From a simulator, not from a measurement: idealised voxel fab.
The document below concerns the process module designated voxel released beams.
Cross-section cut: width 205 nm, square cells of 5 nm.
Cross-section, as written here: a square-cell grid given band by band from the top down, where a band holds one or more rows of cells.
This entry defines a band. It first specifies the height of the band's top and the height of its bottom in nm, and then specifies the band's materials from left to right, stating each material with its width in nm. The word "everywhere" identifies a single material that fills the band from edge to edge, while the word "blank" identifies empty space.
Heights are reckoned from 0. Under this level, the received wafer is all of one material. The bottommost band is open-ended downward, for example "z 0 and below".
You'd read "30..40" like this: the band's top row of cells is as wide as the first number, its bottom row is as wide as the second, and going down, every row changes width by the same amount as the row before did.
The cross-section has no changed cell in any step marked "same as before".
"Sealed internal cavities" specifies each empty space that is not open to the top and that occupies no fewer than 8 cells, using the form width x height at distance, the distance measured from the left edge and all three quantities in nm.
On each step's line, the part that comes after the settings is the simulator's own comment on the step.
overlay nm: on a step with a mask, how far right of its planned place the mask lay; negative means left.
These are the steps we planned for the process:
1) RECEIVE with material Si
2) CONFORMAL_DEP with material Al2O3, thk nm 10
3) DIRECTIONAL_DEP with material SiO2, thk nm 10
4) DIRECTIONAL_DEP with material aC, thk nm 10
5) PATTERN with tone open, mask id ANCHOR, material resist, width nm 35, thk nm 25, overlay nm 0
6) DIRECTIONAL_ETCH with etch materials aC, depth nm 10
7) STRIP with etch materials resist
8) DIRECTIONAL_ETCH with etch materials SiO2, depth nm 10
9) STRIP with etch materials aC
10) CONFORMAL_DEP with material polySi, thk nm 15
11) MASKED_ETCH with tone cover, mask id BEAM, width nm 85, etch materials polySi, depth nm 15, overlay nm 0
12) STRIP with etch materials SiO2
Incoming wafer, cross-sectional view, post step 1:
  z 0 and below = Si everywhere
  Sealed internal cavities: none
Starting structure and process plan are as shown above, but one mistake was made in running the module; the wafer cross-section at the end of the module follows:
  z 50 to 35 = blank=55; polySi=85; blank=65
  z 35 to 20 = polySi everywhere
  z 20 to 10 = SiO2=60; polySi=35; SiO2=110
  z 10 to 0 = Al2O3 everywhere
  z 0 and below = Si everywhere
  Sealed internal cavities: none
Here's what went sideways: step 10 of the plan was twice carried out
